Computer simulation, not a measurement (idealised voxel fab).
Process module name: voxel released beams
The width of the displayed cross-section, cut, is 185 nm; its cells are square, with a size of 5 nm.
If you're reading a cross-section in this doc, picture square cells in a grid; it comes to you as bands, top ones listed first down to the bottom, and a band can be one or more rows of cells.
Quick guide to a band line: top height, bottom height (nm) up front; then every material left to right with its width in nm. Only one material and it's marked "full width"? Then it fills the band edge to edge. And "blank" just means empty space.
It should be noted that heights are counted from 0, beneath which the wafer as supplied is of one material throughout, and that the lowest band possesses no lower boundary but continues downward, as written in "0 down".
Per-row width for "30->40": begins at first number (top row of band), ends at second number (bottom row), increment between rows held constant.
It should be understood that the words "everything unchanged", when stated for a given step, signify that the cross-section underwent no change in any of its cells during that step.
Closed-off voids of 8+ cells (no open route to the top) go in "Sealed voids", written width x height at distance from the left edge, in nm.
Note: text after step settings on the step line = simulator remark on that step.
Each step line may optionally specify "overlay nm", which for a step with a mask gives the rightward distance between the mask's planned place and where it lay, a negative value indicating the leftward direction.

**Planned step list for the process**
- 1: RECEIVE,material Si
- 2: CONFORMAL_DEP,material SiN,thk nm 5
- 3: DIRECTIONAL_DEP,material SiO2,thk nm 10
- 4: MASKED_ETCH,tone open,mask id ANCHOR,width nm 45,etch materials SiO2,depth nm 10,overlay nm 0
- 5: CONFORMAL_DEP,material TiN,thk nm 15
- 6: DIRECTIONAL_DEP,material aC,thk nm 15
- 7: PATTERN,tone cover,mask id BEAM,material resist,width nm 120,thk nm 30,overlay nm 0
- 8: DIRECTIONAL_ETCH,etch materials aC,depth nm 15
- 9: STRIP,etch materials resist
- 10: DIRECTIONAL_ETCH,etch materials TiN,depth nm 15
- 11: STRIP,etch materials aC
- 12: STRIP,etch materials SiO2

**as received, after step 1**
	0 down  Si full width
	Sealed voids: none

**This is how the wafer looks in cross-section once the module is done, given the starting state and plan above and one mistake in carrying the plan out**
	30 to 20  SiN=50, then blank=15, then SiN=120
	20 to 15  SiN full width
	15 to 5  SiO2=35, then SiN=45, then SiO2=105
	5 to 0  SiN full width
	0 down  Si full width
	Sealed voids: none
Which mistake was made when the wafer was run? step 5 ran with different settings than intended, the actual operation and settings being CONFORMAL_DEP,material SiN,thk nm 15
